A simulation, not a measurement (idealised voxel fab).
The following process module bears the name voxel gate over fins.
Each square cell in cross-section cut measures 5 nm, and the section as a whole is 255 nm wide.
Square cells in a grid make up a cross-section in this document, and the grid is given as bands, listed from the top down, each one or more rows of cells.
In this notation a band is specified by the heights of its top and bottom, in that order and in nm, after which its materials appear from left to right, each paired with its width in nm. The word "all across" attached to a single material means that material fills the band from edge to edge; the word "blank" stands for empty space.
Heights are reckoned from 0. Under this level, the received wafer is all of one material. The bottommost band is open-ended downward, for example "0 down".
The width entry "30->40" should be interpreted row by row: the top row of cells in the band takes the first number, the bottom row takes the second number, and the change between adjacent rows is uniform throughout.
"no change" for a step: no cell of the cross-section changed in that step.
Basically, "Internal closed voids" tells you about the enclosed voids: empty spaces with no open way to the top, 8 cells or bigger, each written width x height at distance, where distance is from the left edge, all in nm.
The remark found on a step's line after its settings is issued by the simulator itself and pertains to that step.
The optional step-line setting "overlay nm" applies to steps with a mask and quantifies how far to the right of its planned location the mask lay, a negative value indicating leftward placement.
Each pair below shows a cross-section before one step and the cross-section after it, down to the lowest band that changed. The line under each pair gives the step between them, with its settings. The pairs can come from different runs of this module on the same starting wafer, so a pair continues from the pair above only where its "Ex-ante state" says so.
Ex-ante state:
  15 to 10  55 of blank, 45 of TiAl, 5 of blank, 45 of TiAl, 5 of blank, 45 of TiAl, 55 of blank
  10 to 5  55 of blank, 5 of TiAl, 35 of TiN, 5 of TiAl, 5 of blank, 5 of TiAl, 35 of TiN, 5 of TiAl, 5 of blank, 5 of TiAl, 35 of TiN, 5 of TiAl, 55 of blank
  5 to 0  60 of TiAl, 5 of TiN, 25 of HfO2, 5 of TiN, 15 of TiAl, 5 of TiN, 25 of HfO2, 5 of TiN, 15 of TiAl, 5 of TiN, 25 of HfO2, 5 of TiN, 60 of TiAl
  0 to -5  65 of TiN, 5 of HfO2, 15 of Si, 5 of HfO2, 25 of TiN, 5 of HfO2, 15 of Si, 5 of HfO2, 25 of TiN, 5 of HfO2, 15 of Si, 5 of HfO2, 65 of TiN
  -5 to -10  70 of HfO2, 15 of Si, 35 of HfO2, 15 of Si, 35 of HfO2, 15 of Si, 70 of HfO2
  -10 to -20  70 of SiO2, 15 of Si, 35 of SiO2, 15 of Si, 35 of SiO2, 15 of Si, 70 of SiO2
  -20 to -30  70 of SiO2, 15 of Si, 10 of SiO2, 5 of TiN, 5 of Ru, 5 of TiN, 10 of SiO2, 15 of Si, 35 of SiO2, 15 of Si, 70 of SiO2
  -30 to -35  70 of SiO2, 15 of Si, 10 of SiO2, 15 of TiN, 10 of SiO2, 15 of Si, 35 of SiO2, 15 of Si, 70 of SiO2
  -35 to -45  70 of SiO2, 15 of Si, 35 of SiO2, 15 of Si, 35 of SiO2, 15 of Si, 70 of SiO2
  -45 down  Si all across
  Internal closed voids: none
After the Step:
  20 to 15  50 of blank, 155 of TiN, 50 of blank
  15 to 10  50 of blank, 5 of TiN, 45 of TiAl, 5 of TiN, 45 of TiAl, 5 of TiN, 45 of TiAl, 5 of TiN, 50 of blank
  10 to 5  55 of TiN, 5 of TiAl, 35 of TiN, 5 of TiAl, 5 of TiN, 5 of TiAl, 35 of TiN, 5 of TiAl, 5 of TiN, 5 of TiAl, 35 of TiN, 5 of TiAl, 55 of TiN
  Everything below 5 is unchanged.
  Internal closed voids: none
The structure shown above changes from one cross-section to the other through CONFORMAL_DEP [material TiN] [thk nm 5]
Ex-ante state: Reference is made to the cross-section shown after the step in the pair directly above, which represents the state prior to this step.
After the Step:
  30 to 20  W all across
  20 to 15  50 of W, 155 of TiN, 50 of W
  15 to 10  50 of W, 5 of TiN, 45 of TiAl, 5 of TiN, 45 of TiAl, 5 of TiN, 45 of TiAl, 5 of TiN, 50 of W
  Everything below 10 is unchanged.
  Internal closed voids: none
The structure shown above changes from one cross-section to the other through FILL_DEP [material W] [thk nm 10]
Ex-ante state: Reference is made to the cross-section shown after the step in the pair directly above, which represents the state prior to this step.
After the Step:
  25 to 20  W all across
  Everything below 20 is unchanged.
  Internal closed voids: none
The structure shown above changes from one cross-section to the other through CMP [height nm 25]
Ex-ante state: Reference is made to the cross-section shown after the step in the pair directly above, which represents the state prior to this step.
After the Step:
  30 to 25  SiN all across
  Everything below 25 is unchanged.
  Internal closed voids: none
The structure shown above changes from one cross-section to the other through CONFORMAL_DEP [material SiN] [thk nm 5]
Ex-ante state:
  20 to 5  aC all across
  5 to 0  SiN all across
  0 down  Si all across
  Internal closed voids: none
After the Step:
  50 to 20  75 of blank, 15 of resist, 35 of blank, 15 of resist, 35 of blank, 15 of resist, 65 of blank
  Everything below 20 is unchanged.
  Internal closed voids: none
The structure shown above changes from one cross-section to the other through PATTERN [tone cover] [mask id FINS] [material resist] [width nm 15] [pitch nm 50] [thk nm 30] [overlay nm 5]
Ex-ante state: Reference is made to the cross-section shown after the step in the pair directly above, which represents the state prior to this step.
After the Step:
  35 to 20  75 of blank, 15 of resist, 35 of blank, 15 of resist, 35 of blank, 15 of resist, 65 of blank
  20 to 5  75 of blank, 15 of aC, 35 of blank, 15 of aC, 35 of blank, 15 of aC, 65 of blank
  Everything below 5 is unchanged.
  Internal closed voids: none
The structure shown above changes from one cross-section to the other through DIRECTIONAL_ETCH [etch materials aC] [depth nm 15]
Ex-ante state: Reference is made to the cross-section shown after the step in the pair directly above, which represents the state prior to this step.
After the Step:
  20 to 5  75 of blank, 15 of aC, 35 of blank, 15 of aC, 35 of blank, 15 of aC, 65 of blank
  Everything below 5 is unchanged.
  Internal closed voids: none
The structure shown above changes from one cross-section to the other through STRIP [etch materials resist]
Ex-ante state: Reference is made to the cross-section shown after the step in the pair directly above, which represents the state prior to this step.
After the Step:
  20 to 5  75 of blank, 15 of aC, 35 of blank, 15 of aC, 35 of blank, 15 of aC, 65 of blank
  5 to 0  75 of blank, 15 of SiN, 35 of blank, 15 of SiN, 35 of blank, 15 of SiN, 65 of blank
  Everything below 0 is unchanged.
  Internal closed voids: none
The structure shown above changes from one cross-section to the other through DIRECTIONAL_ETCH [etch materials SiN] [depth nm 5]
Ex-ante state: Reference is made to the cross-section shown after the step in the pair directly above, which represents the state prior to this step.
After the Step:
  20 to 5  75 of blank, 15 of aC, 35 of blank, 15 of aC, 35 of blank, 15 of aC, 65 of blank
  5 to 0  75 of blank, 15 of SiN, 35 of blank, 15 of SiN, 35 of blank, 15 of SiN, 65 of blank
  0 to -40  75 of blank, 15 of Si, 35 of blank, 15 of Si, 35 of blank, 15 of Si, 65 of blank
  Everything below -40 is unchanged.
  Internal closed voids: none
The structure shown above changes from one cross-section to the other through DIRECTIONAL_ETCH [etch materials Si] [depth nm 40]
Ex-ante state: Reference is made to the cross-section shown after the step in the pair directly above, which represents the state prior to this step.
After the Step:
  5 to 0  75 of blank, 15 of SiN, 35 of blank, 15 of SiN, 35 of blank, 15 of SiN, 65 of blank
  Everything below 0 is unchanged.
  Internal closed voids: none
The structure shown above changes from one cross-section to the other through STRIP [etch materials aC]
Ex-ante state: Reference is made to the cross-section shown after the step in the pair directly above, which represents the state prior to this step.
After the Step:
  5 to 0  75 of blank, 15 of SiN, 35 of blank, 15 of SiN, 35 of blank, 15 of SiN, 65 of blank
  0 to -40  75 of blank, 5 of SiO2, 5 of Si, 5 of SiO2, 35 of blank, 5 of SiO2, 5 of Si, 5 of SiO2, 35 of blank, 5 of SiO2, 5 of Si, 5 of SiO2, 65 of blank
  -40 to -45  80 of SiO2, 5 of Si, 45 of SiO2, 5 of Si, 45 of SiO2, 5 of Si, 70 of SiO2
  Everything below -45 is unchanged.
  Internal closed voids: none
The structure shown above changes from one cross-section to the other through OXIDIZE [depth nm 5]
Ex-ante state: Reference is made to the cross-section shown after the step in the pair directly above, which represents the state prior to this step.
After the Step:
  20 to 5  SiO2 all across
  5 to 0  75 of SiO2, 15 of SiN, 35 of SiO2, 15 of SiN, 35 of SiO2, 15 of SiN, 65 of SiO2
  0 to -45  80 of SiO2, 5 of Si, 45 of SiO2, 5 of Si, 45 of SiO2, 5 of Si, 70 of SiO2
  Everything below -45 is unchanged.
  Internal closed voids: none
The structure shown above changes from one cross-section to the other through FILL_DEP [material SiO2] [thk nm 15]
Ex-ante state: Reference is made to the cross-section shown after the step in the pair directly above, which represents the state prior to this step.
After the Step:
  5 to 0  75 of SiO2, 15 of SiN, 35 of SiO2, 15 of SiN, 35 of SiO2, 15 of SiN, 65 of SiO2
  Everything below 0 is unchanged.
  Internal closed voids: none
The structure shown above changes from one cross-section to the other through CMP [height nm 5]
Ex-ante state: Reference is made to the cross-section shown after the step in the pair directly above, which represents the state prior to this step.
After the Step:
  20 to 5  95 of resist, 15 of blank, 145 of resist
  Everything below 5 is unchanged.
  Internal closed voids: none
The structure shown above changes from one cross-section to the other through PATTERN [tone open] [mask id RAIL] [material resist] [width nm 15] [thk nm 15] [overlay nm 0]
Ex-ante state: Reference is made to the cross-section shown after the step in the pair directly above, which represents the state prior to this step.
After the Step:
  20 to 5  95 of resist, 15 of blank, 145 of resist
  5 to 0  75 of SiO2, 15 of SiN, 5 of SiO2, 15 of blank, 15 of SiO2, 15 of SiN, 35 of SiO2, 15 of SiN, 65 of SiO2
  0 to -35  80 of SiO2, 5 of Si, 10 of SiO2, 15 of blank, 20 of SiO2, 5 of Si, 45 of SiO2, 5 of Si, 70 of SiO2
  Everything below -35 is unchanged.
  Internal closed voids: none
The structure shown above changes from one cross-section to the other through DIRECTIONAL_ETCH [etch materials SiO2] [depth nm 40]
Ex-ante state: Reference is made to the cross-section shown after the step in the pair directly above, which represents the state prior to this step.
After the Step:
  5 to 0  75 of SiO2, 15 of SiN, 5 of SiO2, 15 of blank, 15 of SiO2, 15 of SiN, 35 of SiO2, 15 of SiN, 65 of SiO2
  Everything below 0 is unchanged.
  Internal closed voids: none
The structure shown above changes from one cross-section to the other through STRIP [etch materials resist]
Ex-ante state: Reference is made to the cross-section shown after the step in the pair directly above, which represents the state prior to this step.
After the Step:
  10 to 5  100 of TiN, 5 of blank, 150 of TiN
  5 to 0  75 of SiO2, 15 of SiN, 5 of SiO2, 5 of TiN, 5 of blank, 5 of TiN, 15 of SiO2, 15 of SiN, 35 of SiO2, 15 of SiN, 65 of SiO2
  0 to -30  80 of SiO2, 5 of Si, 10 of SiO2, 5 of TiN, 5 of blank, 5 of TiN, 20 of SiO2, 5 of Si, 45 of SiO2, 5 of Si, 70 of SiO2
  -30 to -35  80 of SiO2, 5 of Si, 10 of SiO2, 15 of TiN, 20 of SiO2, 5 of Si, 45 of SiO2, 5 of Si, 70 of SiO2
  Everything below -35 is unchanged.
  Internal closed voids: none
The structure shown above changes from one cross-section to the other through CONFORMAL_DEP [material TiN] [thk nm 5]
Ex-ante state: Reference is made to the cross-section shown after the step in the pair directly above, which represents the state prior to this step.
After the Step:
  20 to 10  Ru all across
  10 to 5  100 of TiN, 5 of Ru, 150 of TiN
  5 to 0  75 of SiO2, 15 of SiN, 5 of SiO2, 5 of TiN, 5 of Ru, 5 of TiN, 15 of SiO2, 15 of SiN, 35 of SiO2, 15 of SiN, 65 of SiO2
  0 to -30  80 of SiO2, 5 of Si, 10 of SiO2, 5 of TiN, 5 of Ru, 5 of TiN, 20 of SiO2, 5 of Si, 45 of SiO2, 5 of Si, 70 of SiO2
  Everything below -30 is unchanged.
  Internal closed voids: none
The structure shown above changes from one cross-section to the other through FILL_DEP [material Ru] [thk nm 10]
Ex-ante state: Reference is made to the cross-section shown after the step in the pair directly above, which represents the state prior to this step.
After the Step:
  5 to 0  75 of SiO2, 15 of SiN, 5 of SiO2, 5 of TiN, 5 of Ru, 5 of TiN, 15 of SiO2, 15 of SiN, 35 of SiO2, 15 of SiN, 65 of SiO2
  Everything below 0 is unchanged.
  Internal closed voids: none
The structure shown above changes from one cross-section to the other through CMP [height nm 5]
Ex-ante state: Reference is made to the cross-section shown after the step in the pair directly above, which represents the state prior to this step.
After the Step:
  5 to 0  75 of SiO2, 15 of SiN, 5 of SiO2, 15 of blank, 15 of SiO2, 15 of SiN, 35 of SiO2, 15 of SiN, 65 of SiO2
  0 to -20  80 of SiO2, 5 of Si, 10 of SiO2, 15 of blank, 20 of SiO2, 5 of Si, 45 of SiO2, 5 of Si, 70 of SiO2
  Everything below -20 is unchanged.
  Internal closed voids: none
The structure shown above changes from one cross-section to the other through SELECTIVE_ETCH [etch materials W Ru TiN] [depth nm 25]
Ex-ante state: Reference is made to the cross-section shown after the step in the pair directly above, which represents the state prior to this step.
After the Step:
  10 to 5  SiO2 all across
  5 to 0  75 of SiO2, 15 of SiN, 35 of SiO2, 15 of SiN, 35 of SiO2, 15 of SiN, 65 of SiO2
  0 to -20  80 of SiO2, 5 of Si, 45 of SiO2, 5 of Si, 45 of SiO2, 5 of Si, 70 of SiO2
  Everything below -20 is unchanged.
  Internal closed voids: none
The structure shown above changes from one cross-section to the other through FILL_DEP [material SiO2] [thk nm 5]
Ex-ante state: Reference is made to the cross-section shown after the step in the pair directly above, which represents the state prior to this step.
After the Step:
  5 to 0  75 of SiO2, 15 of SiN, 35 of SiO2, 15 of SiN, 35 of SiO2, 15 of SiN, 65 of SiO2
  Everything below 0 is unchanged.
  Internal closed voids: none
The structure shown above changes from one cross-section to the other through CMP [height nm 5]
Ex-ante state: Reference is made to the cross-section shown after the step in the pair directly above, which represents the state prior to this step.
After the Step:
  5 to 0  75 of blank, 15 of SiN, 35 of blank, 15 of SiN, 35 of blank, 15 of SiN, 65 of blank
  0 to -10  80 of blank, 5 of Si, 45 of blank, 5 of Si, 45 of blank, 5 of Si, 70 of blank
  Everything below -10 is unchanged.
  Internal closed voids: none
The structure shown above changes from one cross-section to the other through SELECTIVE_ETCH [etch materials SiO2] [depth nm 15]
Ex-ante state: Reference is made to the cross-section shown after the step in the pair directly above, which represents the state prior to this step.
After the Step:
  0 to -10  80 of blank, 5 of Si, 45 of blank, 5 of Si, 45 of blank, 5 of Si, 70 of blank
  Everything below -10 is unchanged.
  Internal closed voids: none
The structure shown above changes from one cross-section to the other through STRIP [etch materials SiN]
Ex-ante state: Reference is made to the cross-section shown after the step in the pair directly above, which represents the state prior to this step.
After the Step:
  5 to 0  75 of blank, 15 of HfO2, 35 of blank, 15 of HfO2, 35 of blank, 15 of HfO2, 65 of blank
  0 to -5  75 of blank, 5 of HfO2, 5 of Si, 5 of HfO2, 35 of blank, 5 of HfO2, 5 of Si, 5 of HfO2, 35 of blank, 5 of HfO2, 5 of Si, 5 of HfO2, 65 of blank
  -5 to -10  80 of HfO2, 5 of Si, 45 of HfO2, 5 of Si, 45 of HfO2, 5 of Si, 70 of HfO2
  Everything below -10 is unchanged.
  Internal closed voids: none
The structure shown above changes from one cross-section to the other through CONFORMAL_DEP [material HfO2] [thk nm 5]
Ex-ante state: Reference is made to the cross-section shown after the step in the pair directly above, which represents the state prior to this step.
After the Step:
  10 to 5  70 of blank, 25 of TiN, 25 of blank, 25 of TiN, 25 of blank, 25 of TiN, 60 of blank
  5 to 0  70 of blank, 5 of TiN, 15 of HfO2, 5 of TiN, 25 of blank, 5 of TiN, 15 of HfO2, 5 of TiN, 25 of blank, 5 of TiN, 15 of HfO2, 5 of TiN, 60 of blank
  0 to -5  75 of TiN, 5 of HfO2, 5 of Si, 5 of HfO2, 35 of TiN, 5 of HfO2, 5 of Si, 5 of HfO2, 35 of TiN, 5 of HfO2, 5 of Si, 5 of HfO2, 65 of TiN
  Everything below -5 is unchanged.
  Internal closed voids: none
The structure shown above changes from one cross-section to the other through CONFORMAL_DEP [material TiN] [thk nm 5]
Ex-ante state: Reference is made to the cross-section shown after the step in the pair directly above, which represents the state prior to this step.
After the Step:
  15 to 10  65 of blank, 35 of TiAl, 15 of blank, 35 of TiAl, 15 of blank, 35 of TiAl, 55 of blank
  10 to 5  65 of blank, 5 of TiAl, 25 of TiN, 5 of TiAl, 15 of blank, 5 of TiAl, 25 of TiN, 5 of TiAl, 15 of blank, 5 of TiAl, 25 of TiN, 5 of TiAl, 55 of blank
  5 to 0  70 of TiAl, 5 of TiN, 15 of HfO2, 5 of TiN, 25 of TiAl, 5 of TiN, 15 of HfO2, 5 of TiN, 25 of TiAl, 5 of TiN, 15 of HfO2, 5 of TiN, 60 of TiAl
  Everything below 0 is unchanged.
  Internal closed voids: none
The structure shown above changes from one cross-section to the other through CONFORMAL_DEP [material TiAl] [thk nm 5]
Ex-ante state: Reference is made to the cross-section shown after the step in the pair directly above, which represents the state prior to this step.
After the Step:
  20 to 15  60 of blank, 45 of TiN, 5 of blank, 45 of TiN, 5 of blank, 45 of TiN, 50 of blank
  15 to 10  60 of blank, 5 of TiN, 35 of TiAl, 5 of TiN, 5 of blank, 5 of TiN, 35 of TiAl, 5 of TiN, 5 of blank, 5 of TiN, 35 of TiAl, 5 of TiN, 50 of blank
  10 to 5  65 of TiN, 5 of TiAl, 25 of TiN, 5 of TiAl, 15 of TiN, 5 of TiAl, 25 of TiN, 5 of TiAl, 15 of TiN, 5 of TiAl, 25 of TiN, 5 of TiAl, 55 of TiN
  Everything below 5 is unchanged.
  Internal closed voids: none
The structure shown above changes from one cross-section to the other through CONFORMAL_DEP [material TiN] [thk nm 5]
Ex-ante state: Reference is made to the cross-section shown after the step in the pair directly above, which represents the state prior to this step.
After the Step:
  30 to 20  W all across
  20 to 15  60 of W, 45 of TiN, 5 of W, 45 of TiN, 5 of W, 45 of TiN, 50 of W
  15 to 10  60 of W, 5 of TiN, 35 of TiAl, 5 of TiN, 5 of W, 5 of TiN, 35 of TiAl, 5 of TiN, 5 of W, 5 of TiN, 35 of TiAl, 5 of TiN, 50 of W
  Everything below 10 is unchanged.
  Internal closed voids: none
The structure shown above changes from one cross-section to the other through FILL_DEP [material W] [thk nm 10]
Ex-ante state: Reference is made to the cross-section shown after the step in the pair directly above, which represents the state prior to this step.
After the Step:
  25 to 20  W all across
  Everything below 20 is unchanged.
  Internal closed voids: none
The structure shown above changes from one cross-section to the other through CMP [height nm 25]
Ex-ante state: Reference is made to the cross-section shown after the step in the pair directly above, which represents the state prior to this step.
After the Step:
  30 to 25  SiN all across
  Everything below 25 is unchanged.
  Internal closed voids: none
The structure shown above changes from one cross-section to the other through CONFORMAL_DEP [material SiN] [thk nm 5]
Ex-ante state:
  25 to 20  W all across
  20 to 15  55 of W, 45 of TiN, 5 of W, 45 of TiN, 5 of W, 45 of TiN, 55 of W
  15 to 10  55 of W, 5 of TiN, 35 of TiAl, 5 of TiN, 5 of W, 5 of TiN, 35 of TiAl, 5 of TiN, 5 of W, 5 of TiN, 35 of TiAl, 5 of TiN, 55 of W
  10 to 5  60 of TiN, 5 of TiAl, 25 of TiN, 5 of TiAl, 15 of TiN, 5 of TiAl, 25 of TiN, 5 of TiAl, 15 of TiN, 5 of TiAl, 25 of TiN, 5 of TiAl, 60 of TiN
  5 to 0  65 of TiAl, 5 of TiN, 15 of HfO2, 5 of TiN, 25 of TiAl, 5 of TiN, 15 of HfO2, 5 of TiN, 25 of TiAl, 5 of TiN, 15 of HfO2, 5 of TiN, 65 of TiAl
  0 to -5  70 of TiN, 5 of HfO2, 5 of Si, 5 of HfO2, 35 of TiN, 5 of HfO2, 5 of Si, 5 of HfO2, 35 of TiN, 5 of HfO2, 5 of Si, 5 of HfO2, 70 of TiN
  -5 to -10  75 of HfO2, 5 of Si, 45 of HfO2, 5 of Si, 45 of HfO2, 5 of Si, 75 of HfO2
  -10 to -20  75 of SiO2, 5 of Si, 45 of SiO2, 5 of Si, 45 of SiO2, 5 of Si, 75 of SiO2
  -20 to -30  75 of SiO2, 5 of Si, 15 of SiO2, 5 of TiN, 5 of Ru, 5 of TiN, 15 of SiO2, 5 of Si, 45 of SiO2, 5 of Si, 75 of SiO2
  -30 to -35  75 of SiO2, 5 of Si, 15 of SiO2, 15 of TiN, 15 of SiO2, 5 of Si, 45 of SiO2, 5 of Si, 75 of SiO2
  -35 to -45  75 of SiO2, 5 of Si, 45 of SiO2, 5 of Si, 45 of SiO2, 5 of Si, 75 of SiO2
  -45 down  Si all across
  Internal closed voids: none
After the Step:
  30 to 25  SiO2 all across
  Everything below 25 is unchanged.
  Internal closed voids: none
The structure shown above changes from one cross-section to the other through CONFORMAL_DEP [material SiO2] [thk nm 5]
Ex-ante state:
  5 to 0  70 of SiO2, 15 of SiN, 35 of SiO2, 15 of SiN, 35 of SiO2, 15 of SiN, 70 of SiO2
  0 to -45  75 of SiO2, 5 of Si, 45 of SiO2, 5 of Si, 45 of SiO2, 5 of Si, 75 of SiO2
  -45 down  Si all across
  Internal closed voids: none
After the Step:
  20 to 5  95 of blank, 15 of resist, 145 of blank
  Everything below 5 is unchanged.
  Internal closed voids: none
The structure shown above changes from one cross-section to the other through PATTERN [tone cover] [mask id RAIL] [material resist] [width nm 15] [thk nm 15] [overlay nm 0]
Ex-ante state: Reference is made to the cross-section shown after the step in the pair directly above, which represents the state prior to this step.
After the Step:
  20 to 5  95 of blank, 15 of resist, 145 of blank
  5 to 0  70 of blank, 15 of SiN, 10 of blank, 15 of SiO2, 10 of blank, 15 of SiN, 35 of blank, 15 of SiN, 70 of blank
  0 to -35  70 of blank, 5 of SiO2, 5 of Si, 5 of SiO2, 10 of blank, 15 of SiO2, 10 of blank, 5 of SiO2, 5 of Si, 5 of SiO2, 35 of blank, 5 of SiO2, 5 of Si, 5 of SiO2, 70 of blank
  Everything below -35 is unchanged.
  Internal closed voids: none
The structure shown above changes from one cross-section to the other through DIRECTIONAL_ETCH [etch materials SiO2] [depth nm 40]
Ex-ante state: Reference is made to the cross-section shown after the step in the pair directly above, which represents the state prior to this step.
After the Step:
  5 to 0  70 of blank, 15 of SiN, 10 of blank, 15 of SiO2, 10 of blank, 15 of SiN, 35 of blank, 15 of SiN, 70 of blank
  Everything below 0 is unchanged.
  Internal closed voids: none
The structure shown above changes from one cross-section to the other through STRIP [etch materials resist]
Ex-ante state: Reference is made to the cross-section shown after the step in the pair directly above, which represents the state prior to this step.
After the Step:
  10 to 5  65 of blank, 75 of TiN, 25 of blank, 25 of TiN, 65 of blank
  5 to 0  65 of blank, 5 of TiN, 15 of SiN, 10 of TiN, 15 of SiO2, 10 of TiN, 15 of SiN, 5 of TiN, 25 of blank, 5 of TiN, 15 of SiN, 5 of TiN, 65 of blank
  0 to -30  65 of blank, 5 of TiN, 5 of SiO2, 5 of Si, 5 of SiO2, 10 of TiN, 15 of SiO2, 10 of TiN, 5 of SiO2, 5 of Si, 5 of SiO2, 5 of TiN, 25 of blank, 5 of TiN, 5 of SiO2, 5 of Si, 5 of SiO2, 5 of TiN, 65 of blank
  -30 to -35  70 of TiN, 5 of SiO2, 5 of Si, 5 of SiO2, 10 of TiN, 15 of SiO2, 10 of TiN, 5 of SiO2, 5 of Si, 5 of SiO2, 35 of TiN, 5 of SiO2, 5 of Si, 5 of SiO2, 70 of TiN
  Everything below -35 is unchanged.
  Internal closed voids: none
The structure shown above changes from one cross-section to the other through CONFORMAL_DEP [material TiN] [thk nm 5]
Ex-ante state: Reference is made to the cross-section shown after the step in the pair directly above, which represents the state prior to this step.
After the Step:
  20 to 10  Ru all across
  10 to 5  65 of Ru, 75 of TiN, 25 of Ru, 25 of TiN, 65 of Ru
  5 to 0  65 of Ru, 5 of TiN, 15 of SiN, 10 of TiN, 15 of SiO2, 10 of TiN, 15 of SiN, 5 of TiN, 25 of Ru, 5 of TiN, 15 of SiN, 5 of TiN, 65 of Ru
  0 to -30  65 of Ru, 5 of TiN, 5 of SiO2, 5 of Si, 5 of SiO2, 10 of TiN, 15 of SiO2, 10 of TiN, 5 of SiO2, 5 of Si, 5 of SiO2, 5 of TiN, 25 of Ru, 5 of TiN, 5 of SiO2, 5 of Si, 5 of SiO2, 5 of TiN, 65 of Ru
  Everything below -30 is unchanged.
  Internal closed voids: none
The structure shown above changes from one cross-section to the other through FILL_DEP [material Ru] [thk nm 10]
Ex-ante state: Reference is made to the cross-section shown after the step in the pair directly above, which represents the state prior to this step.
After the Step:
  5 to 0  65 of Ru, 5 of TiN, 15 of SiN, 10 of TiN, 15 of SiO2, 10 of TiN, 15 of SiN, 5 of TiN, 25 of Ru, 5 of TiN, 15 of SiN, 5 of TiN, 65 of Ru
  Everything below 0 is unchanged.
  Internal closed voids: none
The structure shown above changes from one cross-section to the other through CMP [height nm 5]
Ex-ante state: Reference is made to the cross-section shown after the step in the pair directly above, which represents the state prior to this step.
After the Step:
  5 to 0  70 of blank, 15 of SiN, 10 of blank, 15 of SiO2, 10 of blank, 15 of SiN, 35 of blank, 15 of SiN, 70 of blank
  0 to -20  70 of blank, 5 of SiO2, 5 of Si, 5 of SiO2, 10 of blank, 15 of SiO2, 10 of blank, 5 of SiO2, 5 of Si, 5 of SiO2, 35 of blank, 5 of SiO2, 5 of Si, 5 of SiO2, 70 of blank
  Everything below -20 is unchanged.
  Internal closed voids: none
The structure shown above changes from one cross-section to the other through SELECTIVE_ETCH [etch materials W Ru TiN] [depth nm 25]
Ex-ante state: Reference is made to the cross-section shown after the step in the pair directly above, which represents the state prior to this step.
After the Step:
  10 to 5  SiO2 all across
  5 to 0  70 of SiO2, 15 of SiN, 35 of SiO2, 15 of SiN, 35 of SiO2, 15 of SiN, 70 of SiO2
  0 to -20  75 of SiO2, 5 of Si, 45 of SiO2, 5 of Si, 45 of SiO2, 5 of Si, 75 of SiO2
  Everything below -20 is unchanged.
  Internal closed voids: none
The structure shown above changes from one cross-section to the other through FILL_DEP [material SiO2] [thk nm 5]
Ex-ante state: Reference is made to the cross-section shown after the step in the pair directly above, which represents the state prior to this step.
After the Step:
  5 to 0  70 of SiO2, 15 of SiN, 35 of SiO2, 15 of SiN, 35 of SiO2, 15 of SiN, 70 of SiO2
  Everything below 0 is unchanged.
  Internal closed voids: none
The structure shown above changes from one cross-section to the other through CMP [height nm 5]
Ex-ante state: Reference is made to the cross-section shown after the step in the pair directly above, which represents the state prior to this step.
After the Step:
  5 to 0  70 of blank, 15 of SiN, 35 of blank, 15 of SiN, 35 of blank, 15 of SiN, 70 of blank
  0 to -10  75 of blank, 5 of Si, 45 of blank, 5 of Si, 45 of blank, 5 of Si, 75 of blank
  Everything below -10 is unchanged.
  Internal closed voids: none
The structure shown above changes from one cross-section to the other through SELECTIVE_ETCH [etch materials SiO2] [depth nm 15]
Ex-ante state: Reference is made to the cross-section shown after the step in the pair directly above, which represents the state prior to this step.
After the Step:
  0 to -10  75 of blank, 5 of Si, 45 of blank, 5 of Si, 45 of blank, 5 of Si, 75 of blank
  Everything below -10 is unchanged.
  Internal closed voids: none
The structure shown above changes from one cross-section to the other through STRIP [etch materials SiN]
Ex-ante state: Reference is made to the cross-section shown after the step in the pair directly above, which represents the state prior to this step.
After the Step:
  5 to 0  70 of blank, 15 of HfO2, 35 of blank, 15 of HfO2, 35 of blank, 15 of HfO2, 70 of blank
  0 to -5  70 of blank, 5 of HfO2, 5 of Si, 5 of HfO2, 35 of blank, 5 of HfO2, 5 of Si, 5 of HfO2, 35 of blank, 5 of HfO2, 5 of Si, 5 of HfO2, 70 of blank
  -5 to -10  75 of HfO2, 5 of Si, 45 of HfO2, 5 of Si, 45 of HfO2, 5 of Si, 75 of HfO2
  Everything below -10 is unchanged.
  Internal closed voids: none
The structure shown above changes from one cross-section to the other through CONFORMAL_DEP [material HfO2] [thk nm 5]
Ex-ante state: Reference is made to the cross-section shown after the step in the pair directly above, which represents the state prior to this step.
After the Step:
  10 to 5  65 of blank, 25 of TiN, 25 of blank, 25 of TiN, 25 of blank, 25 of TiN, 65 of blank
  5 to 0  65 of blank, 5 of TiN, 15 of HfO2, 5 of TiN, 25 of blank, 5 of TiN, 15 of HfO2, 5 of TiN, 25 of blank, 5 of TiN, 15 of HfO2, 5 of TiN, 65 of blank
  0 to -5  70 of TiN, 5 of HfO2, 5 of Si, 5 of HfO2, 35 of TiN, 5 of HfO2, 5 of Si, 5 of HfO2, 35 of TiN, 5 of HfO2, 5 of Si, 5 of HfO2, 70 of TiN
  Everything below -5 is unchanged.
  Internal closed voids: none
The structure shown above changes from one cross-section to the other through CONFORMAL_DEP [material TiN] [thk nm 5]
Ex-ante state: Reference is made to the cross-section shown after the step in the pair directly above, which represents the state prior to this step.
After the Step:
  15 to 10  60 of blank, 35 of TiAl, 15 of blank, 35 of TiAl, 15 of blank, 35 of TiAl, 60 of blank
  10 to 5  60 of blank, 5 of TiAl, 25 of TiN, 5 of TiAl, 15 of blank, 5 of TiAl, 25 of TiN, 5 of TiAl, 15 of blank, 5 of TiAl, 25 of TiN, 5 of TiAl, 60 of blank
  5 to 0  65 of TiAl, 5 of TiN, 15 of HfO2, 5 of TiN, 25 of TiAl, 5 of TiN, 15 of HfO2, 5 of TiN, 25 of TiAl, 5 of TiN, 15 of HfO2, 5 of TiN, 65 of TiAl
  Everything below 0 is unchanged.
  Internal closed voids: none
The structure shown above changes from one cross-section to the other through CONFORMAL_DEP [material TiAl] [thk nm 5]
Ex-ante state: Reference is made to the cross-section shown after the step in the pair directly above, which represents the state prior to this step.
After the Step:
  20 to 15  55 of blank, 45 of TiN, 5 of blank, 45 of TiN, 5 of blank, 45 of TiN, 55 of blank
  15 to 10  55 of blank, 5 of TiN, 35 of TiAl, 5 of TiN, 5 of blank, 5 of TiN, 35 of TiAl, 5 of TiN, 5 of blank, 5 of TiN, 35 of TiAl, 5 of TiN, 55 of blank
  10 to 5  60 of TiN, 5 of TiAl, 25 of TiN, 5 of TiAl, 15 of TiN, 5 of TiAl, 25 of TiN, 5 of TiAl, 15 of TiN, 5 of TiAl, 25 of TiN, 5 of TiAl, 60 of TiN
  Everything below 5 is unchanged.
  Internal closed voids: none
The structure shown above changes from one cross-section to the other through CONFORMAL_DEP [material TiN] [thk nm 5]
Ex-ante state: Reference is made to the cross-section shown after the step in the pair directly above, which represents the state prior to this step.
After the Step:
  30 to 20  W all across
  20 to 15  55 of W, 45 of TiN, 5 of W, 45 of TiN, 5 of W, 45 of TiN, 55 of W
  15 to 10  55 of W, 5 of TiN, 35 of TiAl, 5 of TiN, 5 of W, 5 of TiN, 35 of TiAl, 5 of TiN, 5 of W, 5 of TiN, 35 of TiAl, 5 of TiN, 55 of W
  Everything below 10 is unchanged.
  Internal closed voids: none
The structure shown above changes from one cross-section to the other through FILL_DEP [material W] [thk nm 10]
